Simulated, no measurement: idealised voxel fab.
You're looking at the process module voxel transistor to metal.
The figure presents cross-section cut, which has a width of 165 nm and is divided into square cells with an edge length of 5 nm.
Think of the cross-section as a grid of square cells. We describe it in bands, top to bottom, and each band covers one or more rows of those cells. Each band's line starts with the height of the band's top and of its bottom, in nm. Then come its materials from left to right, each with its width in nm. One material with "everywhere" fills the band from edge to edge. "air" is empty space. Heights are reckoned from 0. Under this level, the received wafer is all of one material. The bottommost band is open-ended downward, for example "z 0 and below". You'd read "30..40" like this: the band's top row of cells is as wide as the first number, its bottom row is as wide as the second, and going down, every row changes width by the same amount as the row before did. It should be understood that the words "same as before", when stated for a given step, signify that the cross-section underwent no change in any of its cells during that step. "Enclosed voids" specifies each empty space that is not open to the top and that occupies no fewer than 8 cells, using the form width x height at distance, the distance measured from the left edge and all three quantities in nm. Where a step's line continues beyond its settings, the continuation is a remark by the simulator itself on that step. "overlay nm", when on a step's line for a step with a mask, measures how far to the right of its planned place the mask lay; a negative measure means to the left.

Listed below are the process steps as planned
1) RECEIVE, material Si
2) CONFORMAL_DEP, material SiO2, thk nm 5
3) CONFORMAL_DEP, material SiN, thk nm 10
4) PATTERN, tone cover, mask id ACTIVE, material resist, width nm 115, thk nm 20, overlay nm 0
5) DIRECTIONAL_ETCH, etch materials SiN, depth nm 10
6) DIRECTIONAL_ETCH, etch materials SiO2, depth nm 5
7) DIRECTIONAL_ETCH, etch materials Si, depth nm 25
8) STRIP, etch materials resist
9) FILL_DEP, material SiO2, thk nm 10
10) CMP, height nm 15
11) SELECTIVE_ETCH, etch materials SiO2, depth nm 10
12) STRIP, etch materials SiN
13) SELECTIVE_ETCH, etch materials SiO2, depth nm 5
14) OXIDIZE, depth nm 5
15) DIRECTIONAL_DEP, material polySi, thk nm 25
16) DIRECTIONAL_DEP, material SiCN, thk nm 15
17) MASKED_ETCH, tone cover, mask id GATE, width nm 25, etch materials SiCN, depth nm 25, overlay nm 0
18) MASKED_ETCH, tone cover, mask id GATE, width nm 25, etch materials polySi, depth nm 35, overlay nm 0
19) CONFORMAL_DEP, material SiN, thk nm 10
20) DIRECTIONAL_ETCH, etch materials SiN, depth nm 10
21) DIRECTIONAL_ETCH, etch materials SiO2, depth nm 5
22) DIRECTIONAL_ETCH, etch materials Si, depth nm 15
23) EPI, material nSi, thk nm 20
24) FILL_DEP, material SiO2, thk nm 5
25) CMP, height nm 25
26) STRIP, etch materials polySi
27) SELECTIVE_ETCH, etch materials SiO2, depth nm 5
28) CONFORMAL_DEP, material HfO2, thk nm 5
29) CONFORMAL_DEP, material TiN, thk nm 5
30) FILL_DEP, material W, thk nm 5
31) CMP, height nm 20
32) DIRECTIONAL_DEP, material SiO2, thk nm 10
33) PATTERN, tone open, mask id CONTACT, material resist, width nm 20, pitch nm 75, thk nm 20, overlay nm 0
34) DIRECTIONAL_ETCH, etch materials SiO2, depth nm 30
35) STRIP, etch materials resist
36) CONFORMAL_DEP, material TiN, thk nm 5
37) FILL_DEP, material W, thk nm 5
38) CMP, height nm 30
39) CONFORMAL_DEP, material SiCN, thk nm 5
40) DIRECTIONAL_DEP, material lowk, thk nm 20
41) DIRECTIONAL_DEP, material aC, thk nm 15
42) PATTERN, tone open, mask id METAL_1, material resist, width nm 20, pitch nm 75, thk nm 30, overlay nm 0
43) DIRECTIONAL_ETCH, etch materials aC, depth nm 15
44) STRIP, etch materials resist
45) DIRECTIONAL_ETCH, etch materials lowk, depth nm 20
46) DIRECTIONAL_ETCH, etch materials SiCN, depth nm 5
47) STRIP, etch materials aC
48) CONFORMAL_DEP, material TiN, thk nm 5
49) FILL_DEP, material Cu, thk nm 5
50) CMP, height nm 55
51) EPI, material Ru, thk nm 5
52) FILL_DEP, material SiCN, thk nm 5
53) DIRECTIONAL_DEP, material lowk, thk nm 30
54) MASKED_ETCH, tone open, mask id METAL_2, width nm 20, pitch nm 75, etch materials lowk, depth nm 15, overlay nm 0
55) MASKED_ETCH, tone open, mask id METAL_2_HOLES, width nm 15, pitch nm 75, etch materials lowk, depth nm 15, overlay nm 0
56) MASKED_ETCH, tone open, mask id METAL_2_HOLES, width nm 15, pitch nm 75, etch materials SiCN, depth nm 5, overlay nm 0
57) CONFORMAL_DEP, material TiN, thk nm 5
58) FILL_DEP, material Cu, thk nm 5
59) CMP, height nm 95
60) CONFORMAL_DEP, material SiCN, thk nm 5

As received, after step 1
* z 0 and below = Si everywhere
* Enclosed voids: none

What the wafer looks like in cross-section after this module, when it starts as shown above and follows the plan above but one mistake is made in running it
* z 100 to 95 = SiCN everywhere
* z 95 to 85 = 35 of lowk / 5 of TiN / 10 of Cu / 5 of TiN / 55 of lowk / 5 of TiN / 10 of Cu / 5 of TiN / 35 of lowk
* z 85 to 80 = 35 of lowk / 5 of TiN / 5 of Cu / 10 of TiN / 55 of lowk / 5 of TiN / 5 of Cu / 10 of TiN / 35 of lowk
* z 80 to 65 = 35 of lowk / 5 of TiN / 5 of Cu / 5 of TiN / 60 of lowk / 5 of TiN / 5 of Cu / 5 of TiN / 40 of lowk
* z 65 to 60 = 35 of SiCN / 15 of TiN / 60 of SiCN / 15 of TiN / 40 of SiCN
* z 60 to 55 = 30 of SiCN / 30 of Ru / 45 of SiCN / 30 of Ru / 30 of SiCN
* z 55 to 50 = 35 of SiCN / 20 of TiN / 55 of SiCN / 20 of TiN / 35 of SiCN
* z 50 to 30 = lowk everywhere
* z 30 to 20 = 35 of SiO2 / 5 of TiN / 10 of W / 5 of TiN / 55 of SiO2 / 5 of TiN / 10 of W / 5 of TiN / 35 of SiO2
* z 20 to 15 = 35 of SiO2 / 20 of TiN / 5 of SiO2 / 10 of SiN / 5 of HfO2 / 5 of TiN / 5 of W / 5 of TiN / 5 of HfO2 / 10 of SiN / 5 of SiO2 / 20 of TiN / 35 of SiO2
* z 15 to 5 = 35 of SiO2 / 5 of TiN / 20 of nSi / 10 of SiN / 5 of HfO2 / 5 of TiN / 5 of W / 5 of TiN / 5 of HfO2 / 10 of SiN / 20 of nSi / 5 of TiN / 35 of SiO2
* z 5 to 0 = 35 of SiO2 / 5 of TiN / 20 of nSi / 10 of SiN / 5 of HfO2 / 15 of TiN / 5 of HfO2 / 10 of SiN / 20 of nSi / 5 of TiN / 35 of SiO2
* z 0 to -5 = 20 of SiO2 / 40 of nSi / 5 of SiO2 / 35 of HfO2 / 5 of SiO2 / 40 of nSi / 20 of SiO2
* z -5 to -20 = 25 of SiO2 / 35 of nSi / 45 of Si / 35 of nSi / 25 of SiO2
* z -20 to -25 = 25 of SiO2 / 115 of Si / 25 of SiO2
* z -25 and below = Si everywhere
* Enclosed voids: none
what went wrong: so 39 and 40 got swapped relative to the plan, each ran where the other was supposed to
